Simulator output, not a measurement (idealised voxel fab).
Proc. module: voxel wiring stack
For reference, the cross-section in this document is cut, with width 300 nm and square cells of 5 nm.
If you're reading a cross-section in this doc, picture square cells in a grid; it comes to you as bands, top ones listed first down to the bottom, and a band can be one or more rows of cells.
The entry gives the band's vertical extent as a top height and a bottom height in nm, then its horizontal make-up as materials from left to right, each with a width in nm. "blank" stands for empty space; a single material marked "everywhere" fills the band edge to edge.
Heights are measured from 0, the level below which the as-received wafer is all one material; the lowest band has no bottom and continues downward, written as in "0 down".
Note: "30..40" means the width goes from the first number (top row of the band) to the second number (bottom row) in equal steps per row of cells.
The cross-section has no changed cell in any step marked "nothing different".
So "Enclosed void listing" is basically the list of trapped voids: any empty space of 8 cells or more that can't reach the top through an opening. They're written width x height at distance, the distance being from the left edge, and it's all nm.
Where a step's line continues beyond its settings, the continuation is a remark by the simulator itself on that step.
overlay nm: mask offset rightward from planned place, masked step; negative means leftward offset.

### Process steps - plan
step 1: RECEIVE,material Si
step 2: CONFORMAL_DEP,material SiO2,thk nm 15
step 3: CONFORMAL_DEP,material SiN,thk nm 5
step 4: DIRECTIONAL_DEP,material lowk,thk nm 25
step 5: DIRECTIONAL_DEP,material aC,thk nm 10
step 6: PATTERN,tone open,mask id METAL_1,material resist,width nm 30,pitch nm 55,thk nm 30,overlay nm 0
step 7: DIRECTIONAL_ETCH,etch materials aC,depth nm 10
step 8: STRIP,etch materials resist
step 9: DIRECTIONAL_ETCH,etch materials lowk,depth nm 25
step 10: DIRECTIONAL_ETCH,etch materials SiN,depth nm 5
step 11: STRIP,etch materials aC
step 12: CONFORMAL_DEP,material TiN,thk nm 5
step 13: FILL_DEP,material Cu,thk nm 5
step 14: CMP,height nm 45
step 15: CONFORMAL_DEP,material SiCN,thk nm 5
step 16: DIRECTIONAL_DEP,material lowk,thk nm 15
step 17: MASKED_ETCH,tone open,mask id PLUG_1,width nm 15,pitch nm 55,etch materials lowk,depth nm 15,overlay nm 0
step 18: MASKED_ETCH,tone open,mask id PLUG_1,width nm 15,pitch nm 55,etch materials SiCN,depth nm 5,overlay nm 0
step 19: EPI,material Ru,thk nm 10
step 20: EPI,material Ru,thk nm 10
step 21: DIRECTIONAL_DEP,material TiN,thk nm 5
step 22: DIRECTIONAL_DEP,material Ru,thk nm 15
step 23: DIRECTIONAL_DEP,material aC,thk nm 15
step 24: PATTERN,tone cover,mask id METAL_2,material resist,width nm 30,pitch nm 55,thk nm 35,overlay nm 0
step 25: DIRECTIONAL_ETCH,etch materials aC,depth nm 15
step 26: STRIP,etch materials resist
step 27: DIRECTIONAL_ETCH,etch materials Ru,depth nm 15
step 28: DIRECTIONAL_ETCH,etch materials TiN,depth nm 5
step 29: STRIP,etch materials aC
step 30: CONFORMAL_DEP,material SiCN,thk nm 5
step 31: FILL_DEP,material SiO2,thk nm 5
step 32: CMP,height nm 85
step 33: CONFORMAL_DEP,material SiCN,thk nm 5
step 34: DIRECTIONAL_DEP,material SiO2,thk nm 20
step 35: PATTERN,tone open,mask id PLUG_2,material resist,width nm 15,pitch nm 55,thk nm 15,overlay nm 0
step 36: DIRECTIONAL_ETCH,etch materials SiO2,depth nm 20
step 37: DIRECTIONAL_ETCH,etch materials SiCN,depth nm 5
step 38: STRIP,etch materials resist
step 39: CONFORMAL_DEP,material TiN,thk nm 5
step 40: FILL_DEP,material Ru,thk nm 10
step 41: CMP,height nm 110
step 42: CONFORMAL_DEP,material SiCN,thk nm 5
step 43: DIRECTIONAL_DEP,material lowk,thk nm 20
step 44: PATTERN,tone open,mask id METAL_3,material resist,width nm 30,pitch nm 55,thk nm 15,overlay nm 0
step 45: DIRECTIONAL_ETCH,etch materials lowk,depth nm 20
step 46: DIRECTIONAL_ETCH,etch materials SiCN,depth nm 5
step 47: STRIP,etch materials resist
step 48: CONFORMAL_DEP,material TiN,thk nm 5
step 49: FILL_DEP,material Ru,thk nm 5
step 50: CMP,height nm 135
step 51: CONFORMAL_DEP,material SiCN,thk nm 5
step 52: DIRECTIONAL_DEP,material SiO2,thk nm 20
step 53: DIRECTIONAL_DEP,material aC,thk nm 10
step 54: PATTERN,tone open,mask id PLUG_3,material resist,width nm 15,pitch nm 55,thk nm 25,overlay nm 0
step 55: DIRECTIONAL_ETCH,etch materials aC,depth nm 10
step 56: STRIP,etch materials resist
step 57: DIRECTIONAL_ETCH,etch materials SiO2,depth nm 20
step 58: DIRECTIONAL_ETCH,etch materials SiCN,depth nm 5
step 59: STRIP,etch materials aC
step 60: CONFORMAL_DEP,material TiN,thk nm 5
step 61: FILL_DEP,material W,thk nm 5
step 62: CMP,height nm 160
step 63: CONFORMAL_DEP,material SiCN,thk nm 5
step 64: DIRECTIONAL_DEP,material SiO2,thk nm 15
step 65: MASKED_ETCH,tone open,mask id METAL_4,width nm 30,pitch nm 55,etch materials SiO2,depth nm 15,overlay nm 0
step 66: MASKED_ETCH,tone open,mask id METAL_4,width nm 30,pitch nm 55,etch materials SiCN,depth nm 5,overlay nm 0
step 67: CONFORMAL_DEP,material TiN,thk nm 5
step 68: FILL_DEP,material Ru,thk nm 5
step 69: CMP,height nm 180
step 70: EPI,material Ru,thk nm 5
step 71: FILL_DEP,material SiCN,thk nm 5

### Received-state cross-section, reflecting completion of step 1
- 0 down | Si everywhere
- Enclosed void listing: none

### Post-module cross-section: identical start and plan to those above, one misstep in execution
- 190 to 185 | SiCN everywhere
- 185 to 180 | 75 SiCN, 40 Ru, 15 SiCN, 40 Ru, 15 SiCN, 40 Ru, 75 SiCN
- 180 to 165 | 80 SiO2, 5 TiN, 20 Ru, 5 TiN, 25 SiO2, 5 TiN, 20 Ru, 5 TiN, 25 SiO2, 5 TiN, 20 Ru, 5 TiN, 80 SiO2
- 165 to 160 | 80 SiCN, 30 TiN, 25 SiCN, 30 TiN, 25 SiCN, 30 TiN, 80 SiCN
- 160 to 140 | 80 SiO2, 5 TiN, 5 W, 5 TiN, 40 SiO2, 5 TiN, 5 W, 5 TiN, 40 SiO2, 5 TiN, 5 W, 5 TiN, 95 SiO2
- 140 to 135 | 80 SiCN, 15 TiN, 40 SiCN, 15 TiN, 40 SiCN, 15 TiN, 95 SiCN
- 135 to 115 | 80 lowk, 5 TiN, 20 Ru, 5 TiN, 25 lowk, 5 TiN, 20 Ru, 5 TiN, 25 lowk, 5 TiN, 20 Ru, 5 TiN, 80 lowk
- 115 to 110 | 80 SiCN, 30 TiN, 25 SiCN, 30 TiN, 25 SiCN, 30 TiN, 80 SiCN
- 110 to 90 | 80 SiO2, 5 TiN, 5 Ru, 5 TiN, 40 SiO2, 5 TiN, 5 Ru, 5 TiN, 40 SiO2, 5 TiN, 5 Ru, 5 TiN, 95 SiO2
- 90 to 85 | 80 SiCN, 15 TiN, 40 SiCN, 15 TiN, 40 SiCN, 15 TiN, 95 SiCN
- 85 to 80 | 75 SiO2, 40 SiCN, 15 SiO2, 40 SiCN, 15 SiO2, 40 SiCN, 75 SiO2
- 80 to 70 | 75 SiO2, 5 SiCN, 30 Ru, 5 SiCN, 15 SiO2, 5 SiCN, 30 Ru, 5 SiCN, 15 SiO2, 5 SiCN, 30 Ru, 5 SiCN, 75 SiO2
- 70 to 65 | 80 SiCN, 30 Ru, 25 SiCN, 30 Ru, 25 SiCN, 30 Ru, 80 SiCN
- 65 to 50 | 80 lowk, 15 Ru, 40 lowk, 15 Ru, 40 lowk, 15 Ru, 95 lowk
- 50 to 45 | 80 SiCN, 15 Ru, 40 SiCN, 15 Ru, 40 SiCN, 15 Ru, 95 SiCN
- 45 to 20 | 80 lowk, 5 TiN, 20 Cu, 5 TiN, 25 lowk, 5 TiN, 20 Cu, 5 TiN, 25 lowk, 5 TiN, 20 Cu, 5 TiN, 80 lowk
- 20 to 15 | 80 SiN, 30 TiN, 25 SiN, 30 TiN, 25 SiN, 30 TiN, 80 SiN
- 15 to 0 | SiO2 everywhere
- 0 down | Si everywhere
- Enclosed void listing: none
The plan and the run diverged here: with respect to the plan, step 21 was omitted and not executed
